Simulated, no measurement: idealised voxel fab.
process module | voxel wiring stack
cross-section cut | 165 nm wide | cells 5 nm
A cross-section is a grid of square cells, given in bands from the top down. A band is one or more rows of cells.
Each band's line starts with the height of the band's top and of its bottom, in nm. Then come its materials from left to right, each with its width in nm. One material with "throughout" fills the band from edge to edge. "air" is empty space.
Height 0 is the level under which the wafer as received is all one material. The lowest band goes on downwards, as in "0 down".
A width such as "30 to 40" changes by the same amount from each row of cells to the next, from the band's top row to its bottom row.
"no change" after a step means that no cell of the cross-section changed.
closed voids: empty space of 8 cells or more with no open way to the top, each as width x height at its distance from the left edge, in nm
after a step's settings: what the simulator itself notes on the step
overlay nm, on a step with a mask: how far to the right of its planned place the mask lay; to the left if negative
plan
1 op RECEIVE | material Si
2 op CONFORMAL_DEP | material SiO2 | thk nm 15
3 op DIRECTIONAL_DEP | material TiN | thk nm 5
4 op DIRECTIONAL_DEP | material W | thk nm 15
5 op PATTERN | tone cover | mask id METAL_1 | material resist | width nm 30 | pitch nm 50 | thk nm 15 | overlay nm 0
6 op DIRECTIONAL_ETCH | etch materials W | depth nm 15
7 op DIRECTIONAL_ETCH | etch materials TiN | depth nm 5
8 op STRIP | etch materials resist
9 op FILL_DEP | material lowk | thk nm 5
10 op CMP | height nm 35
11 op CONFORMAL_DEP | material SiCN | thk nm 5
12 op DIRECTIONAL_DEP | material SiO2 | thk nm 25
13 op MASKED_ETCH | tone open | mask id METAL_2_HOLES | width nm 15 | pitch nm 50 | etch materials SiO2 | depth nm 25 | overlay nm 0
14 op PATTERN | tone open | mask id METAL_2 | material resist | width nm 30 | pitch nm 50 | thk nm 15 | overlay nm 0
15 op DIRECTIONAL_ETCH | etch materials SiO2 | depth nm 15
16 op DIRECTIONAL_ETCH | etch materials SiCN | depth nm 5
17 op STRIP | etch materials resist
18 op CONFORMAL_DEP | material TiN | thk nm 5
19 op FILL_DEP | material Cu | thk nm 5
20 op CMP | height nm 65
21 op CONFORMAL_DEP | material SiCN | thk nm 5
22 op DIRECTIONAL_DEP | material lowk | thk nm 20
23 op PATTERN | tone open | mask id PLUG_2 | material resist | width nm 15 | pitch nm 50 | thk nm 15 | overlay nm 0
24 op DIRECTIONAL_ETCH | etch materials lowk | depth nm 20
25 op DIRECTIONAL_ETCH | etch materials SiCN | depth nm 5
26 op STRIP | etch materials resist
27 op EPI | material Ru | thk nm 10
28 op EPI | material Ru | thk nm 10
29 op EPI | material Ru | thk nm 5
30 op DIRECTIONAL_DEP | material TiN | thk nm 5
31 op DIRECTIONAL_DEP | material Ru | thk nm 20
32 op MASKED_ETCH | tone cover | mask id METAL_3 | width nm 30 | pitch nm 50 | etch materials Ru | depth nm 20 | overlay nm 0
33 op MASKED_ETCH | tone cover | mask id METAL_3 | width nm 30 | pitch nm 50 | etch materials TiN | depth nm 5 | overlay nm -15
34 op FILL_DEP | material SiO2 | thk nm 5
35 op CMP | height nm 115
36 op CONFORMAL_DEP | material SiCN | thk nm 5
varied across the wafers: overlay nm of step 33. The plan shows the first wafer's value. All wafers start alike
first wafer as received, after step 1
  0 down: Si throughout
  closed voids: none
first wafer at the end, after step 36
  120 to 115: SiCN throughout
  115 to 95: SiO2 40 | Ru 30 | SiO2 20 | Ru 30 | SiO2 45
  95 to 90: SiO2 25 | TiN 45 | SiO2 5 | TiN 45 | SiO2 45
  90 to 70: lowk 40 | Ru 15 | lowk 35 | Ru 15 | lowk 60
  70 to 65: SiCN 40 | Ru 15 | SiCN 35 | Ru 15 | SiCN 60
  65 to 55: SiO2 40 | TiN 5 | Cu 20 | TiN 5 | SiO2 20 | TiN 5 | Cu 20 | TiN 5 | SiO2 45
  55 to 50: SiO2 40 | TiN 5 | Cu 5 | TiN 20 | SiO2 20 | TiN 5 | Cu 5 | TiN 20 | SiO2 45
  50 to 40: SiO2 40 | TiN 5 | Cu 5 | TiN 5 | SiO2 35 | TiN 5 | Cu 5 | TiN 5 | SiO2 60
  40 to 35: SiCN 40 | TiN 15 | SiCN 35 | TiN 15 | SiCN 60
  35 to 20: lowk 40 | W 30 | lowk 20 | W 30 | lowk 45
  20 to 15: lowk 40 | TiN 30 | lowk 20 | TiN 30 | lowk 45
  15 to 0: SiO2 throughout
  0 down: Si throughout
  closed voids: none
last wafer at the end
  120 to 115: SiCN throughout
  115 to 95: SiO2 40 | Ru 30 | SiO2 20 | Ru 30 | SiO2 45
  95 to 90: SiO2 40 | TiN 45 | SiO2 5 | TiN 45 | SiO2 30
  90 to 70: lowk 40 | Ru 15 | lowk 35 | Ru 15 | lowk 60
  70 to 65: SiCN 40 | Ru 15 | SiCN 35 | Ru 15 | SiCN 60
  65 to 55: SiO2 40 | TiN 5 | Cu 20 | TiN 5 | SiO2 20 | TiN 5 | Cu 20 | TiN 5 | SiO2 45
  55 to 50: SiO2 40 | TiN 5 | Cu 5 | TiN 20 | SiO2 20 | TiN 5 | Cu 5 | TiN 20 | SiO2 45
  50 to 40: SiO2 40 | TiN 5 | Cu 5 | TiN 5 | SiO2 35 | TiN 5 | Cu 5 | TiN 5 | SiO2 60
  40 to 35: SiCN 40 | TiN 15 | SiCN 35 | TiN 15 | SiCN 60
  35 to 20: lowk 40 | W 30 | lowk 20 | W 30 | lowk 45
  20 to 15: lowk 40 | TiN 30 | lowk 20 | TiN 30 | lowk 45
  15 to 0: SiO2 throughout
  0 down: Si throughout
  closed voids: none
each wafer at the end: cells of each material gained (+) or lost (-) since it was received, then its closed voids
overlay nm -15 | +22 Cu | +78 Ru | +87 SiCN | +315 SiO2 | +62 TiN | +36 W | +192 lowk | closed voids: none
overlay nm -10 | +22 Cu | +78 Ru | +87 SiCN | +317 SiO2 | +60 TiN | +36 W | +192 lowk | closed voids: none
overlay nm -5 | +22 Cu | +78 Ru | +87 SiCN | +319 SiO2 | +58 TiN | +36 W | +192 lowk | closed voids: none
overlay nm 0 | +22 Cu | +78 Ru | +87 SiCN | +321 SiO2 | +56 TiN | +36 W | +192 lowk | closed voids: none
overlay nm 5 | +22 Cu | +78 Ru | +87 SiCN | +319 SiO2 | +58 TiN | +36 W | +192 lowk | closed voids: none
overlay nm 10 | +22 Cu | +78 Ru | +87 SiCN | +317 SiO2 | +60 TiN | +36 W | +192 lowk | closed voids: none
overlay nm 15 | +22 Cu | +78 Ru | +87 SiCN | +315 SiO2 | +62 TiN | +36 W | +192 lowk | closed voids: none
